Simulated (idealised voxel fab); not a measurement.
The process module that follows is named voxel tone inversion.
Square cell edge 5 nm, section width 180 nm, ID cut.
Format of a cross-section: grid, square cells. Given as bands. Order: top down. Band: one or more rows of cells.
For a band, the entry starts with two heights in nm, that of the top and then that of the bottom, and carries on with the band's materials in order from left to right, each alongside its width in nm; the word "everywhere" beside a single material means it fills the band edge to edge, and "empty" means empty space.
Heights from 0 (as-received wafer is one material below). Bottom band endless downward, as "0 -> down".
The expression "30->40" gives the width at the extremes of the band, the first number at its top row of cells and the second at its bottom row, with the width changing by equal amounts from each row to the next in between.
Key: "no alterations made" - step with no changed cell in the cross-section.
Enclosed voids (no open way to top), threshold 8 cells or more, entry "Non-vented voids", notation width x height at distance, distance from left edge, nm.
What comes after the settings on a step's line is commentary from the simulator itself on that step.
Regarding "overlay nm": on a step with a mask, it is the distance the mask lay to the right of its planned place; a negative value places it to the left.

[This section lists the process steps that were planned]
step 1: RECEIVE | material Si
step 2: CONFORMAL_DEP | material SiCN | thk nm 10
step 3: DIRECTIONAL_DEP | material polySi | thk nm 25
step 4: PATTERN | tone cover | mask id POSTS | material resist | width nm 15 | pitch nm 35 | thk nm 30 | overlay nm 0
step 5: DIRECTIONAL_ETCH | etch materials polySi | depth nm 25
step 6: STRIP | etch materials resist
step 7: FILL_DEP | material SiO2 | thk nm 5
step 8: CMP | height nm 35
step 9: STRIP | etch materials polySi
step 10: CONFORMAL_DEP | material TiN | thk nm 5
step 11: FILL_DEP | material W | thk nm 10
step 12: CMP | height nm 35
step 13: CONFORMAL_DEP | material SiCN | thk nm 5

[Wafer as received: cross-section following step 1]
    0 -> down | Si everywhere
    Non-vented voids: none

[End state of the module in cross-section, given the above starting point and plan and one mistake in execution]
    40 -> 35 | SiCN everywhere
    35 -> 15 | 65 SiO2  5 TiN  10 W  5 TiN  15 SiO2  5 TiN  10 W  5 TiN  60 SiO2
    15 -> 10 | 65 SiO2  20 TiN  15 SiO2  20 TiN  60 SiO2
    10 -> 0 | SiCN everywhere
    0 -> down | Si everywhere
    Non-vented voids: none
Nonconformance to the process plan: planned and actual differ for step 4; actual: PATTERN | tone cover | mask id POSTS | material resist | width nm 20 | pitch nm 35 | thk nm 30 | overlay nm 0
